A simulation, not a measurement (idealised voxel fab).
process module | voxel transistor to metal
cross-section cut | 295 nm wide | cells 5 nm
A cross-section is a grid of square cells, given in bands from the top down. A band is one or more rows of cells.
Each band's line starts with the height of the band's top and of its bottom, in nm. Then come its materials from left to right, each with its width in nm. One material with "throughout" fills the band from edge to edge. "air" is empty space.
Height 0 is the level under which the wafer as received is all one material. The lowest band goes on downwards, as in "0 down".
A width such as "30 to 40" changes by the same amount from each row of cells to the next, from the band's top row to its bottom row.
"no change" after a step means that no cell of the cross-section changed.
closed voids: empty space of 8 cells or more with no open way to the top, each as width x height at its distance from the left edge, in nm
after a step's settings: what the simulator itself notes on the step
overlay nm, on a step with a mask: how far to the right of its planned place the mask lay; to the left if negative
plan
1 op RECEIVE | material Si
2 op OXIDIZE | depth nm 5
3 op CONFORMAL_DEP | material SiN | thk nm 10
4 op PATTERN | tone cover | mask id ACTIVE | material resist | width nm 110 | pitch nm 130 | thk nm 15 | overlay nm 0
5 op DIRECTIONAL_ETCH | etch materials SiN | depth nm 10
6 op DIRECTIONAL_ETCH | etch materials SiO2 | depth nm 5
7 op DIRECTIONAL_ETCH | etch materials Si | depth nm 35
8 op STRIP | etch materials resist
9 op FILL_DEP | material SiO2 | thk nm 5
10 op CMP | height nm 10
11 op SELECTIVE_ETCH | etch materials SiO2 | depth nm 10
12 op STRIP | etch materials SiN
13 op SELECTIVE_ETCH | etch materials SiO2 | depth nm 5
14 op OXIDIZE | depth nm 5
15 op DIRECTIONAL_DEP | material polySi | thk nm 25
16 op DIRECTIONAL_DEP | material SiCN | thk nm 10
17 op MASKED_ETCH | tone cover | mask id GATE | width nm 30 | pitch nm 130 | etch materials SiCN | depth nm 20 | overlay nm 0
18 op MASKED_ETCH | tone cover | mask id GATE | width nm 30 | pitch nm 130 | etch materials polySi | depth nm 35 | overlay nm 0
19 op CONFORMAL_DEP | material SiN | thk nm 5
20 op DIRECTIONAL_ETCH | etch materials SiN | depth nm 5
21 op DIRECTIONAL_ETCH | etch materials SiO2 | depth nm 5
22 op DIRECTIONAL_ETCH | etch materials Si | depth nm 15
23 op EPI | material nSi | thk nm 15
24 op FILL_DEP | material SiO2 | thk nm 10
25 op CMP | height nm 20
26 op STRIP | etch materials polySi
27 op SELECTIVE_ETCH | etch materials SiO2 | depth nm 5
28 op CONFORMAL_DEP | material HfO2 | thk nm 5
29 op CONFORMAL_DEP | material TiN | thk nm 5
30 op FILL_DEP | material W | thk nm 5
31 op CMP | height nm 15
32 op DIRECTIONAL_DEP | material SiO2 | thk nm 15
33 op PATTERN | tone open | mask id CONTACT | material resist | width nm 15 | thk nm 20 | overlay nm 0
34 op DIRECTIONAL_ETCH | etch materials SiO2 | depth nm 40
35 op STRIP | etch materials resist
36 op CONFORMAL_DEP | material TiN | thk nm 5
37 op FILL_DEP | material Ru | thk nm 10
38 op CMP | height nm 30
39 op DIRECTIONAL_DEP | material TiN | thk nm 5
40 op DIRECTIONAL_DEP | material W | thk nm 15
41 op PATTERN | tone cover | mask id METAL_1 | material resist | width nm 15 | thk nm 20 | overlay nm 0
42 op DIRECTIONAL_ETCH | etch materials W | depth nm 15
43 op DIRECTIONAL_ETCH | etch materials TiN | depth nm 5
44 op STRIP | etch materials resist
45 op CONFORMAL_DEP | material SiCN | thk nm 5
46 op FILL_DEP | material lowk | thk nm 10
47 op CMP | height nm 50
48 op CONFORMAL_DEP | material SiCN | thk nm 5
as received, after step 1
  0 down: Si throughout
  closed voids: none
a wafer at the end: this start, this plan, one mistake
  55 to 50: SiCN throughout
  50 to 35: lowk 30 | SiCN 5 | W 15 | SiCN 5 | lowk 50 | SiCN 5 | W 15 | SiCN 5 | lowk 30 | SiCN 5 | W 15 | SiCN 5 | lowk 50 | SiCN 5 | W 15 | SiCN 5 | lowk 35
  35 to 30: SiCN 35 | TiN 15 | SiCN 60 | TiN 15 | SiCN 40 | TiN 15 | SiCN 60 | TiN 15 | SiCN 40
  30 to 15: W throughout
  15 to 5: SiO2 60 | SiN 5 | HfO2 5 | TiN 5 | W 10 | TiN 5 | HfO2 5 | SiN 5 | SiO2 90 | SiN 5 | HfO2 5 | TiN 5 | W 10 | TiN 5 | HfO2 5 | SiN 5 | SiO2 65
  5 to 0: SiO2 45 | nSi 15 | SiN 5 | HfO2 5 | TiN 5 | W 10 | TiN 5 | HfO2 5 | SiN 5 | nSi 15 | SiO2 60 | nSi 15 | SiN 5 | HfO2 5 | TiN 5 | W 10 | TiN 5 | HfO2 5 | SiN 5 | nSi 15 | SiO2 50
  0 to -5: SiO2 45 | nSi 15 | SiN 5 | HfO2 5 | TiN 20 | HfO2 5 | SiN 5 | nSi 15 | SiO2 60 | nSi 15 | SiN 5 | HfO2 5 | TiN 20 | HfO2 5 | SiN 5 | nSi 15 | SiO2 50
  -5 to -10: SiO2 45 | nSi 15 | HfO2 40 | nSi 15 | SiO2 60 | nSi 15 | HfO2 40 | nSi 15 | SiO2 50
  -10 to -25: SiO2 25 | nSi 35 | Si 40 | nSi 35 | SiO2 20 | nSi 35 | Si 40 | nSi 35 | SiO2 30
  -25 to -40: SiO2 25 | Si 110 | SiO2 20 | Si 110 | SiO2 30
  -40 down: Si throughout
  closed voids: none
what went wrong: step 32 ran as: op DIRECTIONAL_DEP | material W | thk nm 15
